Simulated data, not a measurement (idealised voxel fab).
Presented below is a process module, voxel ribs on slabs.
Cross-section cut spans 175 nm and uses square cells 5 nm in size.
Cross-section spec: square-cell grid; bands listed top down; each band is one or more rows.
This entry defines a band. It first specifies the height of the band's top and the height of its bottom in nm, and then specifies the band's materials from left to right, stating each material with its width in nm. The word "all across" identifies a single material that fills the band from edge to edge, while the word "blank" identifies empty space.
Heights from 0 (as-received wafer is one material below). Bottom band endless downward, as "top 0, no bottom".
Quick explanation for "30..40": the width changes in equal steps down the rows of cells, from the first number in the band's top row to the second number in its bottom row.
"nothing was modified", as given for a step, is the statement that not any cell of the cross-section underwent a change during that step.
So "Unvented internal voids" is basically the list of trapped voids: any empty space of 8 cells or more that can't reach the top through an opening. They're written width x height at distance, the distance being from the left edge, and it's all nm.
Formally, on a step line, whatever follows the settings is a remark that the simulator itself makes on the step.
"overlay nm" answers the question of how far to the right of plan the mask lay on a step that has a mask, and when it is negative the answer is to the left.
[Process steps foreseen in the plan]
1) RECEIVE: material Si
2) DIRECTIONAL_DEP: material SiO2, thk nm 20
3) DIRECTIONAL_DEP: material polySi, thk nm 15
4) DIRECTIONAL_DEP: material aC, thk nm 15
5) PATTERN: tone cover, mask id RIB, material resist, width nm 30, thk nm 35, overlay nm 0
6) DIRECTIONAL_ETCH: etch materials aC, depth nm 15
7) STRIP: etch materials resist
8) DIRECTIONAL_ETCH: etch materials polySi, depth nm 10
9) STRIP: etch materials aC
10) MASKED_ETCH: tone cover, mask id SLAB, width nm 70, etch materials polySi, depth nm 5, overlay nm -15
11) FILL_DEP: material SiO2, thk nm 20
12) CMP: height nm 45
13) DIRECTIONAL_DEP: material W, thk nm 10
14) DIRECTIONAL_DEP: material aC, thk nm 15
15) PATTERN: tone cover, mask id HEATER, material resist, width nm 40, thk nm 35, overlay nm 0
16) DIRECTIONAL_ETCH: etch materials aC, depth nm 15
17) STRIP: etch materials resist
18) DIRECTIONAL_ETCH: etch materials W, depth nm 10
19) STRIP: etch materials aC
20) CONFORMAL_DEP: material SiO2, thk nm 10
Heads up: all these wafers start the same, and what changes between them is the overlay nm in step 10. The value you see in the plan is just what the first wafer got.
[This is how the first of several wafers looked in cross-section when it arrived, which is after step 1]
top 0, no bottom: Si all across
Unvented internal voids: none
[Per-wafer rows below. For each material: cells gained (+) or lost (-) since the wafer was received, as of end of module. Then: closed voids]
overlay nm -15 | +367 SiO2 | +16 W | +26 polySi | Unvented internal voids: none
overlay nm -10 | +367 SiO2 | +16 W | +26 polySi | Unvented internal voids: none
overlay nm -5 | +367 SiO2 | +16 W | +26 polySi | Unvented internal voids: none
overlay nm 0 | +367 SiO2 | +16 W | +26 polySi | Unvented internal voids: none
overlay nm 5 | +367 SiO2 | +16 W | +26 polySi | Unvented internal voids: none
overlay nm 10 | +367 SiO2 | +16 W | +26 polySi | Unvented internal voids: none
overlay nm 15 | +367 SiO2 | +16 W | +26 polySi | Unvented internal voids: none
